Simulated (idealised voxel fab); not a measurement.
process module | voxel self aligned vias
cross-section cut | 225 nm wide | cells 5 nm
A cross-section is a grid of square cells, given in bands from the top down. A band is one or more rows of cells.
Each band's line starts with the height of the band's top and of its bottom, in nm. Then come its materials from left to right, each with its width in nm. One material with "throughout" fills the band from edge to edge. "air" is empty space.
Height 0 is the level under which the wafer as received is all one material. The lowest band goes on downwards, as in "0 down".
A width such as "30 to 40" changes by the same amount from each row of cells to the next, from the band's top row to its bottom row.
"no change" after a step means that no cell of the cross-section changed.
closed voids: empty space of 8 cells or more with no open way to the top, each as width x height at its distance from the left edge, in nm
after a step's settings: what the simulator itself notes on the step
overlay nm, on a step with a mask: how far to the right of its planned place the mask lay; to the left if negative
plan
1 op RECEIVE | material Si
2 op CONFORMAL_DEP | material SiO2 | thk nm 10
3 op CONFORMAL_DEP | material SiCN | thk nm 5
4 op DIRECTIONAL_DEP | material lowk | thk nm 20
5 op DIRECTIONAL_DEP | material aC | thk nm 10
6 op PATTERN | tone open | mask id LINES | material resist | width nm 20 | pitch nm 55 | thk nm 25 | overlay nm 0
7 op DIRECTIONAL_ETCH | etch materials aC | depth nm 10
8 op STRIP | etch materials resist
9 op DIRECTIONAL_ETCH | etch materials lowk | depth nm 20
10 op STRIP | etch materials aC
11 op CONFORMAL_DEP | material TiN | thk nm 5
12 op FILL_DEP | material Ru | thk nm 10
13 op CMP | height nm 35
14 op SELECTIVE_ETCH | etch materials W Ru TiN | depth nm 5
15 op FILL_DEP | material SiN | thk nm 10
16 op CMP | height nm 35
17 op DIRECTIONAL_DEP | material lowk | thk nm 15
18 op DIRECTIONAL_DEP | material aC | thk nm 10
19 op PATTERN | tone open | mask id VIAS | material resist | width nm 40 | pitch nm 110 | thk nm 25 | overlay nm 0
20 op DIRECTIONAL_ETCH | etch materials aC | depth nm 10
21 op STRIP | etch materials resist
22 op DIRECTIONAL_ETCH | etch materials lowk | depth nm 15
23 op DIRECTIONAL_ETCH | etch materials SiN | depth nm 5
24 op STRIP | etch materials aC
25 op CONFORMAL_DEP | material TiN | thk nm 5
26 op FILL_DEP | material Ru | thk nm 10
27 op CMP | height nm 50
28 op CONFORMAL_DEP | material SiCN | thk nm 5
first wafer, as planned
as received, after step 1
  0 down: Si throughout
  closed voids: none
after step 2
  10 to 0: SiO2 throughout
  below 0: unchanged
after step 3
  15 to 10: SiCN throughout
  below 10: unchanged
after step 4
  35 to 15: lowk throughout
  below 15: unchanged
after step 5
  45 to 35: aC throughout
  below 35: unchanged
after step 6
  70 to 45: resist 45 | air 20 | resist 35 | air 20 | resist 35 | air 20 | resist 50
  below 45: unchanged
after step 7
  60 to 45: resist 45 | air 20 | resist 35 | air 20 | resist 35 | air 20 | resist 50
  45 to 35: aC 45 | air 20 | aC 35 | air 20 | aC 35 | air 20 | aC 50
  below 35: unchanged
after step 8
  45 to 35: aC 45 | air 20 | aC 35 | air 20 | aC 35 | air 20 | aC 50
  below 35: unchanged
after step 9
  45 to 35: aC 45 | air 20 | aC 35 | air 20 | aC 35 | air 20 | aC 50
  35 to 15: lowk 45 | air 20 | lowk 35 | air 20 | lowk 35 | air 20 | lowk 50
  below 15: unchanged
after step 10
  35 to 15: lowk 45 | air 20 | lowk 35 | air 20 | lowk 35 | air 20 | lowk 50
  below 15: unchanged
after step 11
  40 to 35: TiN 50 | air 10 | TiN 45 | air 10 | TiN 45 | air 10 | TiN 55
  35 to 20: lowk 45 | TiN 5 | air 10 | TiN 5 | lowk 35 | TiN 5 | air 10 | TiN 5 | lowk 35 | TiN 5 | air 10 | TiN 5 | lowk 50
  20 to 15: lowk 45 | TiN 20 | lowk 35 | TiN 20 | lowk 35 | TiN 20 | lowk 50
  below 15: unchanged
after step 12
  50 to 40: Ru throughout
  40 to 35: TiN 50 | Ru 10 | TiN 45 | Ru 10 | TiN 45 | Ru 10 | TiN 55
  35 to 20: lowk 45 | TiN 5 | Ru 10 | TiN 5 | lowk 35 | TiN 5 | Ru 10 | TiN 5 | lowk 35 | TiN 5 | Ru 10 | TiN 5 | lowk 50
  below 20: unchanged
after step 13
  35 to 20: lowk 45 | TiN 5 | Ru 10 | TiN 5 | lowk 35 | TiN 5 | Ru 10 | TiN 5 | lowk 35 | TiN 5 | Ru 10 | TiN 5 | lowk 50
  below 20: unchanged
after step 14
  35 to 30: lowk 45 | air 20 | lowk 35 | air 20 | lowk 35 | air 20 | lowk 50
  below 30: unchanged
after step 15
  45 to 35: SiN throughout
  35 to 30: lowk 45 | SiN 20 | lowk 35 | SiN 20 | lowk 35 | SiN 20 | lowk 50
  below 30: unchanged
after step 16
  35 to 30: lowk 45 | SiN 20 | lowk 35 | SiN 20 | lowk 35 | SiN 20 | lowk 50
  below 30: unchanged
after step 17
  50 to 35: lowk throughout
  below 35: unchanged
after step 18
  60 to 50: aC throughout
  below 50: unchanged
after step 19
  85 to 60: resist 35 | air 40 | resist 70 | air 40 | resist 40
  below 60: unchanged
after step 20
  75 to 60: resist 35 | air 40 | resist 70 | air 40 | resist 40
  60 to 50: aC 35 | air 40 | aC 70 | air 40 | aC 40
  below 50: unchanged
after step 21
  60 to 50: aC 35 | air 40 | aC 70 | air 40 | aC 40
  below 50: unchanged
after step 22
  60 to 50: aC 35 | air 40 | aC 70 | air 40 | aC 40
  50 to 35: lowk 35 | air 40 | lowk 70 | air 40 | lowk 40
  below 35: unchanged
after step 23
  60 to 50: aC 35 | air 40 | aC 70 | air 40 | aC 40
  50 to 35: lowk 35 | air 40 | lowk 70 | air 40 | lowk 40
  35 to 30: lowk 45 | air 20 | lowk 35 | SiN 20 | lowk 35 | air 20 | lowk 50
  below 30: unchanged
after step 24
  50 to 35: lowk 35 | air 40 | lowk 70 | air 40 | lowk 40
  below 35: unchanged
after step 25
  55 to 50: TiN 40 | air 30 | TiN 80 | air 30 | TiN 45
  50 to 40: lowk 35 | TiN 5 | air 30 | TiN 5 | lowk 70 | TiN 5 | air 30 | TiN 5 | lowk 40
  40 to 35: lowk 35 | TiN 15 | air 10 | TiN 15 | lowk 70 | TiN 15 | air 10 | TiN 15 | lowk 40
  35 to 30: lowk 45 | TiN 20 | lowk 35 | SiN 20 | lowk 35 | TiN 20 | lowk 50
  below 30: unchanged
after step 26
  65 to 55: Ru throughout
  55 to 50: TiN 40 | Ru 30 | TiN 80 | Ru 30 | TiN 45
  50 to 40: lowk 35 | TiN 5 | Ru 30 | TiN 5 | lowk 70 | TiN 5 | Ru 30 | TiN 5 | lowk 40
  40 to 35: lowk 35 | TiN 15 | Ru 10 | TiN 15 | lowk 70 | TiN 15 | Ru 10 | TiN 15 | lowk 40
  below 35: unchanged
after step 27
  50 to 40: lowk 35 | TiN 5 | Ru 30 | TiN 5 | lowk 70 | TiN 5 | Ru 30 | TiN 5 | lowk 40
  below 40: unchanged
after step 28
  55 to 50: SiCN throughout
  below 50: unchanged
second wafer: like start, like plan, one mistake. Through step 1 it matches the first wafer
when step 2 should have ended
  15 to 0: SiO2 throughout
  below 0: unchanged
when step 3 should have ended
  20 to 15: SiCN throughout
  below 15: unchanged
when step 4 should have ended
  40 to 20: lowk throughout
  below 20: unchanged
when step 5 should have ended
  50 to 40: aC throughout
  below 40: unchanged
when step 6 should have ended
  75 to 50: resist 45 | air 20 | resist 35 | air 20 | resist 35 | air 20 | resist 50
  below 50: unchanged
when step 7 should have ended
  65 to 50: resist 45 | air 20 | resist 35 | air 20 | resist 35 | air 20 | resist 50
  50 to 40: aC 45 | air 20 | aC 35 | air 20 | aC 35 | air 20 | aC 50
  below 40: unchanged
when step 8 should have ended
  50 to 40: aC 45 | air 20 | aC 35 | air 20 | aC 35 | air 20 | aC 50
  below 40: unchanged
when step 9 should have ended
  50 to 40: aC 45 | air 20 | aC 35 | air 20 | aC 35 | air 20 | aC 50
  40 to 20: lowk 45 | air 20 | lowk 35 | air 20 | lowk 35 | air 20 | lowk 50
  below 20: unchanged
when step 10 should have ended
  40 to 20: lowk 45 | air 20 | lowk 35 | air 20 | lowk 35 | air 20 | lowk 50
  below 20: unchanged
when step 11 should have ended
  45 to 40: TiN 50 | air 10 | TiN 45 | air 10 | TiN 45 | air 10 | TiN 55
  40 to 25: lowk 45 | TiN 5 | air 10 | TiN 5 | lowk 35 | TiN 5 | air 10 | TiN 5 | lowk 35 | TiN 5 | air 10 | TiN 5 | lowk 50
  25 to 20: lowk 45 | TiN 20 | lowk 35 | TiN 20 | lowk 35 | TiN 20 | lowk 50
  below 20: unchanged
when step 12 should have ended
  55 to 45: Ru throughout
  45 to 40: TiN 50 | Ru 10 | TiN 45 | Ru 10 | TiN 45 | Ru 10 | TiN 55
  40 to 25: lowk 45 | TiN 5 | Ru 10 | TiN 5 | lowk 35 | TiN 5 | Ru 10 | TiN 5 | lowk 35 | TiN 5 | Ru 10 | TiN 5 | lowk 50
  below 25: unchanged
when step 13 should have ended
  35 to 25: lowk 45 | TiN 5 | Ru 10 | TiN 5 | lowk 35 | TiN 5 | Ru 10 | TiN 5 | lowk 35 | TiN 5 | Ru 10 | TiN 5 | lowk 50
  below 25: unchanged
when step 14 should have ended
  35 to 30: lowk 45 | air 20 | lowk 35 | air 20 | lowk 35 | air 20 | lowk 50
  below 30: unchanged
when step 15 should have ended
  45 to 35: SiN throughout
  35 to 30: lowk 45 | SiN 20 | lowk 35 | SiN 20 | lowk 35 | SiN 20 | lowk 50
  below 30: unchanged
when step 16 should have ended
  35 to 30: lowk 45 | SiN 20 | lowk 35 | SiN 20 | lowk 35 | SiN 20 | lowk 50
  below 30: unchanged
when step 17 should have ended
  50 to 35: lowk throughout
  below 35: unchanged
when step 18 should have ended
  60 to 50: aC throughout
  below 50: unchanged
when step 19 should have ended
  85 to 60: resist 35 | air 40 | resist 70 | air 40 | resist 40
  below 60: unchanged
when step 20 should have ended
  75 to 60: resist 35 | air 40 | resist 70 | air 40 | resist 40
  60 to 50: aC 35 | air 40 | aC 70 | air 40 | aC 40
  below 50: unchanged
when step 21 should have ended
  60 to 50: aC 35 | air 40 | aC 70 | air 40 | aC 40
  below 50: unchanged
when step 22 should have ended
  60 to 50: aC 35 | air 40 | aC 70 | air 40 | aC 40
  50 to 35: lowk 35 | air 40 | lowk 70 | air 40 | lowk 40
  below 35: unchanged
when step 23 should have ended
  60 to 50: aC 35 | air 40 | aC 70 | air 40 | aC 40
  50 to 35: lowk 35 | air 40 | lowk 70 | air 40 | lowk 40
  35 to 30: lowk 45 | air 20 | lowk 35 | SiN 20 | lowk 35 | air 20 | lowk 50
  below 30: unchanged
when step 24 should have ended
  50 to 35: lowk 35 | air 40 | lowk 70 | air 40 | lowk 40
  below 35: unchanged
when step 25 should have ended
  55 to 50: TiN 40 | air 30 | TiN 80 | air 30 | TiN 45
  50 to 40: lowk 35 | TiN 5 | air 30 | TiN 5 | lowk 70 | TiN 5 | air 30 | TiN 5 | lowk 40
  40 to 35: lowk 35 | TiN 15 | air 10 | TiN 15 | lowk 70 | TiN 15 | air 10 | TiN 15 | lowk 40
  35 to 30: lowk 45 | TiN 20 | lowk 35 | SiN 20 | lowk 35 | TiN 20 | lowk 50
  below 30: unchanged
when step 26 should have ended
  65 to 55: Ru throughout
  55 to 50: TiN 40 | Ru 30 | TiN 80 | Ru 30 | TiN 45
  50 to 40: lowk 35 | TiN 5 | Ru 30 | TiN 5 | lowk 70 | TiN 5 | Ru 30 | TiN 5 | lowk 40
  40 to 35: lowk 35 | TiN 15 | Ru 10 | TiN 15 | lowk 70 | TiN 15 | Ru 10 | TiN 15 | lowk 40
  below 35: unchanged
when step 27 should have ended
  50 to 40: lowk 35 | TiN 5 | Ru 30 | TiN 5 | lowk 70 | TiN 5 | Ru 30 | TiN 5 | lowk 40
  below 40: unchanged
when step 28 should have ended
  55 to 50: SiCN throughout
  below 50: unchanged
what went wrong: step 2 ran as: op CONFORMAL_DEP | material SiO2 | thk nm 15
at the end the second wafer has, in cells: 6 fewer of Ru | 45 more of SiO2 | 6 fewer of TiN | 33 fewer of lowk
